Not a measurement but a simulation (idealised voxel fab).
process module | voxel self aligned vias
It is cross-section cut that appears here, measuring 255 nm in width, its square cells being 5 nm in size.
In what follows, cross-sections appear as grids of square cells, described through bands that run from the top down, where every band is one or more rows of cells. Basically the band line says how high the top is and how high the bottom is, in nm, and then what's in it from left to right, every material with its width in nm. Empty space shows up as "blank", and if a single material carries "full width" it runs the full band edge to edge. It should be noted that heights are counted from 0, beneath which the wafer as supplied is of one material throughout, and that the lowest band possesses no lower boundary but continues downward, as written in "0 down". With a width like "30->40", each row of cells in the band differs from the next by the same amount, the top row carrying the first number and the bottom row the second. The designation "nothing altered", where it is given for a processing step, indicates that no cell of the cross-section was altered in the course of that step. Empty spaces counting at least 8 cells and having no open way to the top are listed in "Internal closed voids". The notation width x height at distance is used for each, the distance being from the left edge and all three values in nm. Note: text after step settings on the step line = simulator remark on that step. overlay nm: step with mask; distance mask lay right of planned place; negative value = left of planned place.

-- Intended process steps
1: RECEIVE with material Si
2: CONFORMAL_DEP with material SiO2, thk nm 15
3: CONFORMAL_DEP with material SiCN, thk nm 5
4: DIRECTIONAL_DEP with material SiO2, thk nm 20
5: PATTERN with tone open, mask id LINES, material resist, width nm 30, pitch nm 80, thk nm 20, overlay nm 0
6: DIRECTIONAL_ETCH with etch materials SiO2, depth nm 20
7: STRIP with etch materials resist
8: CONFORMAL_DEP with material TiN, thk nm 5
9: FILL_DEP with material W, thk nm 10
10: CMP with height nm 40
11: SELECTIVE_ETCH with etch materials W Ru TiN, depth nm 5
12: FILL_DEP with material SiN, thk nm 10
13: CMP with height nm 40
14: DIRECTIONAL_DEP with material SiO2, thk nm 20
15: DIRECTIONAL_DEP with material aC, thk nm 15
16: PATTERN with tone open, mask id VIAS, material resist, width nm 50, thk nm 30, overlay nm 0
17: DIRECTIONAL_ETCH with etch materials aC, depth nm 15
18: STRIP with etch materials resist
19: DIRECTIONAL_ETCH with etch materials SiO2, depth nm 20
20: DIRECTIONAL_ETCH with etch materials SiN, depth nm 5
21: STRIP with etch materials aC
22: CONFORMAL_DEP with material TiN, thk nm 5
23: FILL_DEP with material Cu, thk nm 5
24: CMP with height nm 60
25: CONFORMAL_DEP with material SiN, thk nm 5

-- Step 1 complete: cross-section of the wafer as received
	0 down: Si full width
	Internal closed voids: none

-- First of two wafers, end-of-module section, run followed plan
	65 to 60: SiN full width
	60 to 45: SiO2: 60 | TiN: 5 | Cu: 40 | TiN: 5 | SiO2: 145
	45 to 40: SiO2: 60 | TiN: 15 | Cu: 20 | TiN: 15 | SiO2: 145
	40 to 35: SiO2: 70 | TiN: 30 | SiO2: 50 | SiN: 30 | SiO2: 75
	35 to 25: SiO2: 70 | TiN: 5 | W: 20 | TiN: 5 | SiO2: 50 | TiN: 5 | W: 20 | TiN: 5 | SiO2: 75
	25 to 20: SiO2: 70 | TiN: 30 | SiO2: 50 | TiN: 30 | SiO2: 75
	20 to 15: SiCN full width
	15 to 0: SiO2 full width
	0 down: Si full width
	Internal closed voids: none

-- Cross-section at end of module for the second wafer of two, which matched the first in starting point and plan and differed by one mistake in its processing
	65 to 60: SiN full width
	60 to 45: SiO2: 60 | TiN: 5 | Cu: 40 | TiN: 5 | SiO2: 145
	45 to 40: SiO2: 60 | TiN: 50 | SiO2: 145
	40 to 35: SiCN full width
	35 to 0: SiO2 full width
	0 down: Si full width
	Internal closed voids: none
In executing the process, a mistake was made relative to the plan: transposition of steps 3 and 4 relative to the planned sequence
Bottom line after processing is that, in cells, the second wafer is up or down on some materials versus the first: Cu -4, SiN -6, SiO2 +48, TiN -22, W -16
